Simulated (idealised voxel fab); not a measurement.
A process module follows: voxel capacitor over wiring.
The cross-section shown here is cut; it is 215 nm wide and divided into square cells measuring 5 nm on a side.
A cross-section is a grid of square cells, given in bands from the top down. A band is one or more rows of cells. Look at the band entry: it leads with the top's height and the bottom's height in nm. Then it lists the materials left to right, with a width in nm for each. The word "all across" on a single material says that material fills the band edge to edge. The word "empty" is empty space. Counting heights begins at 0, where everything beneath is, in the wafer as received, one material. The lowest band has no bottom; it goes on downwards, as "0 down" shows. A width such as "30..40" changes by the same amount from each row of cells to the next, from the band's top row to its bottom row. "no change" (step): cross-section cells unchanged, all of them. Heads up: "Voids, fully enclosed" only lists the empty pockets with no open path to the top that are 8 cells or more, and it writes them as width x height at distance, distance from the left edge, in nm. after a step's settings: what the simulator itself notes on the step. Among the settings permitted on a step's line is "overlay nm"; applied to a step with a mask, it specifies the extent to which the mask lay to the right of its planned position, whereas a negative figure signifies a position to the left.

[The planned process steps are enumerated hereunder]
| 1 | RECEIVE,material Si |
| 2 | CONFORMAL_DEP,material SiO2,thk nm 10 |
| 3 | CONFORMAL_DEP,material SiN,thk nm 5 |
| 4 | DIRECTIONAL_DEP,material lowk,thk nm 15 |
| 5 | MASKED_ETCH,tone open,mask id METAL_1,width nm 30,pitch nm 100,etch materials lowk,depth nm 15,overlay nm 0 |
| 6 | MASKED_ETCH,tone open,mask id METAL_1,width nm 30,pitch nm 100,etch materials SiN,depth nm 5,overlay nm 0 |
| 7 | CONFORMAL_DEP,material TiN,thk nm 5 |
| 8 | FILL_DEP,material Cu,thk nm 10 |
| 9 | CMP,height nm 30 |
| 10 | CONFORMAL_DEP,material SiCN,thk nm 5 |
| 11 | DIRECTIONAL_DEP,material SiO2,thk nm 15 |
| 12 | DIRECTIONAL_DEP,material aC,thk nm 15 |
| 13 | PATTERN,tone open,mask id PLUG_1,material resist,width nm 15,thk nm 30,overlay nm 0 |
| 14 | DIRECTIONAL_ETCH,etch materials aC,depth nm 15 |
| 15 | STRIP,etch materials resist |
| 16 | DIRECTIONAL_ETCH,etch materials SiO2,depth nm 15 |
| 17 | DIRECTIONAL_ETCH,etch materials SiCN,depth nm 5 |
| 18 | STRIP,etch materials aC |
| 19 | CONFORMAL_DEP,material TiN,thk nm 5 |
| 20 | FILL_DEP,material Cu,thk nm 5 |
| 21 | CMP,height nm 50 |
| 22 | DIRECTIONAL_DEP,material TiN,thk nm 10 |
| 23 | DIRECTIONAL_DEP,material HfO2,thk nm 5 |
| 24 | DIRECTIONAL_DEP,material TiN,thk nm 5 |
| 25 | DIRECTIONAL_DEP,material aC,thk nm 10 |
| 26 | PATTERN,tone cover,mask id UPPER_PLATE,material resist,width nm 75,thk nm 30,overlay nm 0 |
| 27 | DIRECTIONAL_ETCH,etch materials aC,depth nm 10 |
| 28 | STRIP,etch materials resist |
| 29 | DIRECTIONAL_ETCH,etch materials TiN,depth nm 5 |
| 30 | DIRECTIONAL_ETCH,etch materials HfO2,depth nm 5 |
| 31 | STRIP,etch materials aC |
| 32 | DIRECTIONAL_DEP,material aC,thk nm 10 |
| 33 | PATTERN,tone cover,mask id LOWER_PLATE,material resist,width nm 85,thk nm 25,overlay nm 0 |
| 34 | DIRECTIONAL_ETCH,etch materials aC,depth nm 10 |
| 35 | STRIP,etch materials resist |
| 36 | DIRECTIONAL_ETCH,etch materials TiN,depth nm 10 |
| 37 | STRIP,etch materials aC |
| 38 | FILL_DEP,material SiO2,thk nm 15 |
| 39 | CMP,height nm 80 |
| 40 | PATTERN,tone open,mask id PLUG_2,material resist,width nm 15,thk nm 15,overlay nm 0 |
| 41 | DIRECTIONAL_ETCH,etch materials SiO2,depth nm 10 |
| 42 | STRIP,etch materials resist |
| 43 | CONFORMAL_DEP,material TiN,thk nm 5 |
| 44 | FILL_DEP,material W,thk nm 10 |
| 45 | CMP,height nm 80 |
| 46 | CONFORMAL_DEP,material SiCN,thk nm 5 |

[This is the cross-section of the wafer as we received it, i.e. after step 1]
* 0 down | Si all across
* Voids, fully enclosed: none

[Result of the module, cross-sectioned: start per above, plan per above, one error in how it was run]
* 85 to 80 | SiCN all across
* 80 to 75 | SiO2=65  TiN=5  W=5  TiN=5  SiO2=135
* 75 to 65 | SiO2=65..55  TiN=15..75  SiO2=135..85
* 65 to 60 | SiN all across
* 60 to 50 | TiN all across
* 50 to 35 | SiO2=55  TiN=5  Cu=5  TiN=5  SiO2=145
* 35 to 30 | SiCN=55  TiN=15  SiCN=145
* 30 to 15 | lowk=40  TiN=5  Cu=20  TiN=5  lowk=70  TiN=5  Cu=20  TiN=5  lowk=45
* 15 to 10 | SiN=40  TiN=30  SiN=70  TiN=30  SiN=45
* 10 to 0 | SiO2 all across
* 0 down | Si all across
* Voids, fully enclosed: none
Error vs. plan: step 23 was processed under conditions differing from the plan, specifically as DIRECTIONAL_DEP,material SiN,thk nm 5
